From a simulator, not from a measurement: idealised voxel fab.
The name of this process module is voxel capacitor over wiring.
Shown is cross-section cut, with a width of 270 nm and square cells of size 5 nm.
Cross-sections here: square-cell grids, written as top-down lists of bands, a band being one or more rows of cells.
Per band: top height and bottom height in nm, followed by the left-to-right materials and their widths in nm; "throughout" marks a single material spanning edge to edge, "blank" marks empty space.
We count height from 0. Below that, the starting wafer is all one material. The lowest band never ends at the bottom but goes on down; see "0 and below" for how that is written.
The expression "30->40" gives the width at the extremes of the band, the first number at its top row of cells and the second at its bottom row, with the width changing by equal amounts from each row to the next in between.
A step reported as "no alterations made" is a step in which no cell of the cross-section changed.
Each empty space that has no open way to the top and spans at least 8 cells appears under "Fully sealed voids" as width x height at distance, the distance counted from the left edge, all in nm.
Post-settings text on a step line: simulator's own remark regarding the step.
overlay nm: where the mask lay relative to plan, measured to the right, on steps with a mask; negatives go left.
## The steps planned for the process are as follows
1: RECEIVE,material Si
2: CONFORMAL_DEP,material SiO2,thk nm 10
3: CONFORMAL_DEP,material SiN,thk nm 5
4: DIRECTIONAL_DEP,material SiO2,thk nm 15
5: PATTERN,tone open,mask id METAL_1,material resist,width nm 20,pitch nm 80,thk nm 15,overlay nm 0
6: DIRECTIONAL_ETCH,etch materials SiO2,depth nm 15
7: DIRECTIONAL_ETCH,etch materials SiN,depth nm 5
8: STRIP,etch materials resist
9: CONFORMAL_DEP,material TiN,thk nm 5
10: FILL_DEP,material Cu,thk nm 5
11: CMP,height nm 30
12: CONFORMAL_DEP,material SiCN,thk nm 5
13: DIRECTIONAL_DEP,material SiO2,thk nm 10
14: DIRECTIONAL_DEP,material aC,thk nm 10
15: PATTERN,tone open,mask id PLUG_1,material resist,width nm 15,thk nm 30,overlay nm 0
16: DIRECTIONAL_ETCH,etch materials aC,depth nm 10
17: STRIP,etch materials resist
18: DIRECTIONAL_ETCH,etch materials SiO2,depth nm 10
19: DIRECTIONAL_ETCH,etch materials SiCN,depth nm 5
20: STRIP,etch materials aC
21: EPI,material Ru,thk nm 10
22: EPI,material Ru,thk nm 5
23: DIRECTIONAL_DEP,material TiN,thk nm 5
24: DIRECTIONAL_DEP,material SiN,thk nm 5
25: DIRECTIONAL_DEP,material TiN,thk nm 10
26: MASKED_ETCH,tone cover,mask id UPPER_PLATE,width nm 65,etch materials TiN,depth nm 10,overlay nm 0
27: MASKED_ETCH,tone cover,mask id UPPER_PLATE,width nm 65,etch materials SiN,depth nm 5,overlay nm 0
28: MASKED_ETCH,tone cover,mask id LOWER_PLATE,width nm 75,etch materials TiN,depth nm 5,overlay nm 0
29: FILL_DEP,material SiO2,thk nm 20
30: CMP,height nm 80
31: PATTERN,tone open,mask id PLUG_2,material resist,width nm 15,thk nm 20,overlay nm 0
32: DIRECTIONAL_ETCH,etch materials SiO2,depth nm 15
33: STRIP,etch materials resist
34: CONFORMAL_DEP,material TiN,thk nm 5
35: FILL_DEP,material W,thk nm 10
36: CMP,height nm 80
37: CONFORMAL_DEP,material SiCN,thk nm 5
## As-received state of the wafer in cross-section, equivalent to post-step 1
- 0 and below  Si throughout
- Fully sealed voids: none
## Wafer at module end, in section. Began as above, planned as above, run with one mistake
- 100 down to 95  SiCN throughout
- 95 down to 85  W throughout
- 85 down to 80  105 of TiN / 5 of W / 160 of TiN
- 80 down to 70  100 of SiO2 / 5 of TiN / 5 of W / 5 of TiN / 155 of SiO2
- 70 down to 65  100 of SiO2 / 15 of TiN / 155 of SiO2
- 65 down to 55  90 of SiO2 / 65 of TiN / 115 of SiO2
- 55 down to 50  90 of SiO2 / 65 of SiN / 115 of SiO2
- 50 down to 45  85 of SiO2 / 75 of TiN / 110 of SiO2
- 45 down to 35  90 of SiO2 / 15 of Ru / 165 of SiO2
- 35 down to 30  90 of SiCN / 15 of Ru / 165 of SiCN
- 30 down to 15  85 of SiO2 / 5 of TiN / 10 of Cu / 5 of TiN / 60 of SiO2 / 5 of TiN / 10 of Cu / 5 of TiN / 85 of SiO2
- 15 down to 10  85 of SiN / 20 of TiN / 60 of SiN / 20 of TiN / 85 of SiN
- 10 down to 0  SiO2 throughout
- 0 and below  Si throughout
- Fully sealed voids: none
So what did we get wrong on this run? not run: step 36 of the plan (skipped)
